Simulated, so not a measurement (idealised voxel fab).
The process module presented herein is designated voxel capacitor over wiring.
Cross-section cut: width 230 nm, square cells of 5 nm.
Cross-sections here: square-cell grids, written as top-down lists of bands, a band being one or more rows of cells.
Basically the band line says how high the top is and how high the bottom is, in nm, and then what's in it from left to right, every material with its width in nm. Empty space shows up as "empty", and if a single material carries "edge to edge" it runs the full band edge to edge.
Heights are measured from 0, the level below which the as-received wafer is all one material; the lowest band has no bottom and continues downward, written as in "z 0 and below".
With a width like "30..40", each row of cells in the band differs from the next by the same amount, the top row carrying the first number and the bottom row the second.
"nothing altered" means the step left every cell of the cross-section as it was.
So "Voids, fully enclosed" is basically the list of trapped voids: any empty space of 8 cells or more that can't reach the top through an opening. They're written width x height at distance, the distance being from the left edge, and it's all nm.
Note: text after step settings on the step line = simulator remark on that step.
overlay nm: mask right of planned place by this much (step with mask). Neg. = left.

[plan]
- 1: RECEIVE with material Si
- 2: CONFORMAL_DEP with material SiO2, thk nm 10
- 3: DIRECTIONAL_DEP with material TiN, thk nm 5
- 4: DIRECTIONAL_DEP with material W, thk nm 25
- 5: DIRECTIONAL_DEP with material aC, thk nm 10
- 6: PATTERN with tone cover, mask id METAL_1, material resist, width nm 30, pitch nm 85, thk nm 30, overlay nm 0
- 7: DIRECTIONAL_ETCH with etch materials aC, depth nm 10
- 8: STRIP with etch materials resist
- 9: DIRECTIONAL_ETCH with etch materials W, depth nm 25
- 10: DIRECTIONAL_ETCH with etch materials TiN, depth nm 5
- 11: STRIP with etch materials aC
- 12: FILL_DEP with material SiO2, thk nm 5
- 13: CMP with height nm 40
- 14: CONFORMAL_DEP with material SiCN, thk nm 5
- 15: DIRECTIONAL_DEP with material SiO2, thk nm 20
- 16: PATTERN with tone open, mask id PLUG_1, material resist, width nm 15, thk nm 20, overlay nm 0
- 17: DIRECTIONAL_ETCH with etch materials SiO2, depth nm 20
- 18: DIRECTIONAL_ETCH with etch materials SiCN, depth nm 5
- 19: STRIP with etch materials resist
- 20: CONFORMAL_DEP with material TiN, thk nm 5
- 21: FILL_DEP with material Ru, thk nm 10
- 22: CMP with height nm 65
- 23: DIRECTIONAL_DEP with material TiN, thk nm 10
- 24: DIRECTIONAL_DEP with material SiN, thk nm 5
- 25: DIRECTIONAL_DEP with material TiN, thk nm 10
- 26: PATTERN with tone cover, mask id UPPER_PLATE, material resist, width nm 60, thk nm 20, overlay nm 0
- 27: DIRECTIONAL_ETCH with etch materials TiN, depth nm 10
- 28: DIRECTIONAL_ETCH with etch materials SiN, depth nm 5
- 29: STRIP with etch materials resist
- 30: PATTERN with tone cover, mask id LOWER_PLATE, material resist, width nm 70, thk nm 15, overlay nm 0
- 31: DIRECTIONAL_ETCH with etch materials TiN, depth nm 10
- 32: STRIP with etch materials resist
- 33: FILL_DEP with material SiO2, thk nm 15
- 34: CMP with height nm 100
- 35: PATTERN with tone open, mask id PLUG_2, material resist, width nm 15, thk nm 20, overlay nm 0
- 36: DIRECTIONAL_ETCH with etch materials SiO2, depth nm 10
- 37: STRIP with etch materials resist
- 38: CONFORMAL_DEP with material TiN, thk nm 5
- 39: FILL_DEP with material W, thk nm 10
- 40: CMP with height nm 100
- 41: CONFORMAL_DEP with material SiN, thk nm 5

[Incoming wafer, cross-sectional view, post step 1]
	z 0 and below | Si edge to edge
	Voids, fully enclosed: none

[Final cross-section, module run with one mistake (start and plan as above)]
	z 105 to 100 | SiN edge to edge
	z 100 to 95 | SiO2 80 nm, TiN 5 nm, W 5 nm, TiN 5 nm, SiO2 135 nm
	z 95 to 90 | SiO2 80 nm, TiN 15 nm, SiO2 135 nm
	z 90 to 85 | SiO2 edge to edge
	z 85 to 75 | SiO2 70 nm, TiN 60 nm, SiO2 100 nm
	z 75 to 65 | SiO2 65 nm, TiN 70 nm, SiO2 95 nm
	z 65 to 45 | SiO2 70 nm, TiN 5 nm, Ru 5 nm, TiN 5 nm, SiO2 145 nm
	z 45 to 40 | SiCN 70 nm, TiN 15 nm, SiCN 145 nm
	z 40 to 15 | SiO2 55 nm, W 30 nm, SiO2 55 nm, W 30 nm, SiO2 60 nm
	z 15 to 10 | SiO2 55 nm, TiN 30 nm, SiO2 55 nm, TiN 30 nm, SiO2 60 nm
	z 10 to 0 | SiO2 edge to edge
	z 0 and below | Si edge to edge
	Voids, fully enclosed: none
Misprocessing identified: step 24 of the plan was bypassed and not carried out
